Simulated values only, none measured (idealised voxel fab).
Process module in this document: voxel self aligned contacts
Square cell edge 5 nm, section width 265 nm, ID cut.
Just so we're on the same page, the cross-sections are grids of square cells, and they're listed out in bands top to bottom, each band one or more rows deep.
Heights first: top, then bottom, in nm. Then materials, left to right, each with a width in nm. "throughout" on a single material: fills the band edge to edge. "air": empty space.
Zero point of the height axis is 0; under it, received wafer = one material. Lowest band: continues down indefinitely, "0 down".
Graded width ("30..40"): value in top row of band = first number; value in bottom row = second number; row-to-row change constant.
It should be understood that the words "no alteration", when stated for a given step, signify that the cross-section underwent no change in any of its cells during that step.
Reported under the label "Completely enclosed voids" are the empty spaces having no open way to the top and comprising 8 cells or more; the notation for each is width x height at distance, in which the distance is measured from the left edge and all three values are in nm.
Whatever follows a step's settings on its line is a remark the simulator itself makes about that step.
Regarding "overlay nm": on a step with a mask, it is the distance the mask lay to the right of its planned place; a negative value places it to the left.
The process steps that were planned are listed below
1: RECEIVE, material Si
2: OXIDIZE, depth nm 5
3: DIRECTIONAL_DEP, material polySi, thk nm 30
4: DIRECTIONAL_DEP, material SiN, thk nm 15
5: PATTERN, tone cover, mask id GATE, material resist, width nm 25, pitch nm 60, thk nm 20, overlay nm 0
6: DIRECTIONAL_ETCH, etch materials SiN, depth nm 15
7: DIRECTIONAL_ETCH, etch materials polySi, depth nm 30
8: STRIP, etch materials resist
9: CONFORMAL_DEP, material SiN, thk nm 5
10: DIRECTIONAL_ETCH, etch materials SiN, depth nm 5
11: FILL_DEP, material SiO2, thk nm 15
12: CMP, height nm 55
13: MASKED_ETCH, tone open, mask id CONTACT, width nm 45, pitch nm 60, etch materials SiO2, depth nm 60, overlay nm 0
14: CONFORMAL_DEP, material TiN, thk nm 5
15: FILL_DEP, material Ru, thk nm 5
16: CMP, height nm 55
17: CONFORMAL_DEP, material SiCN, thk nm 5
Split variable: depth nm, step 2. Plan value = first wafer. Wafers start alike.
First of several wafers, received after step 1, in cross-section
> 0 down  Si throughout
> Completely enclosed voids: none
The first of several wafers, seen in cross-section after the module's last step, step 17
> 60 to 55  SiCN throughout
> 55 to 45  SiO2 80 nm / TiN 5..15 nm / Ru 35..15 nm / TiN 5..15 nm / SiO2 15 nm / TiN 5..15 nm / Ru 35..15 nm / TiN 5..15 nm / SiO2 80 nm
> 45 to 30  SiO2 55 nm / SiN 35 nm / TiN 5 nm / Ru 15 nm / TiN 5 nm / SiN 35 nm / TiN 5 nm / Ru 15 nm / TiN 5 nm / SiN 35 nm / SiO2 55 nm
> 30 to 0  SiO2 55 nm / SiN 5 nm / polySi 25 nm / SiN 5 nm / TiN 5 nm / Ru 15 nm / TiN 5 nm / SiN 5 nm / polySi 25 nm / SiN 5 nm / TiN 5 nm / Ru 15 nm / TiN 5 nm / SiN 5 nm / polySi 25 nm / SiN 5 nm / SiO2 55 nm
> 0 to -5  SiO2 90 nm / TiN 25 nm / SiO2 35 nm / TiN 25 nm / SiO2 90 nm
> -5 down  Si throughout
> Completely enclosed voids: none
A cross-section through the last wafer at the close of the module
> 60 to 55  SiCN throughout
> 55 to 45  SiO2 80 nm / TiN 5..15 nm / Ru 35..15 nm / TiN 5..15 nm / SiO2 15 nm / TiN 5..15 nm / Ru 35..15 nm / TiN 5..15 nm / SiO2 80 nm
> 45 to 30  SiO2 55 nm / SiN 35 nm / TiN 5 nm / Ru 15 nm / TiN 5 nm / SiN 35 nm / TiN 5 nm / Ru 15 nm / TiN 5 nm / SiN 35 nm / SiO2 55 nm
> 30 to 0  SiO2 55 nm / SiN 5 nm / polySi 25 nm / SiN 5 nm / TiN 5 nm / Ru 15 nm / TiN 5 nm / SiN 5 nm / polySi 25 nm / SiN 5 nm / TiN 5 nm / Ru 15 nm / TiN 5 nm / SiN 5 nm / polySi 25 nm / SiN 5 nm / SiO2 55 nm
> 0 to -5  SiO2 90 nm / TiN 25 nm / SiO2 35 nm / TiN 25 nm / SiO2 90 nm
> -5 to -20  SiO2 throughout
> -20 down  Si throughout
> Completely enclosed voids: none
Each row below is a wafer at the end of the module, listing for every material the number of cells it has gained (+) or lost (-) since it was received, followed by its closed voids
depth nm 5, +74 Ru, -53 Si, +53 SiCN, +99 SiN, +311 SiO2, +62 TiN, +90 polySi, Completely enclosed voids: none
depth nm 10, +74 Ru, -106 Si, +53 SiCN, +99 SiN, +364 SiO2, +62 TiN, +90 polySi, Completely enclosed voids: none
depth nm 15, +74 Ru, -159 Si, +53 SiCN, +99 SiN, +417 SiO2, +62 TiN, +90 polySi, Completely enclosed voids: none
depth nm 20, +74 Ru, -212 Si, +53 SiCN, +99 SiN, +470 SiO2, +62 TiN, +90 polySi, Completely enclosed voids: none
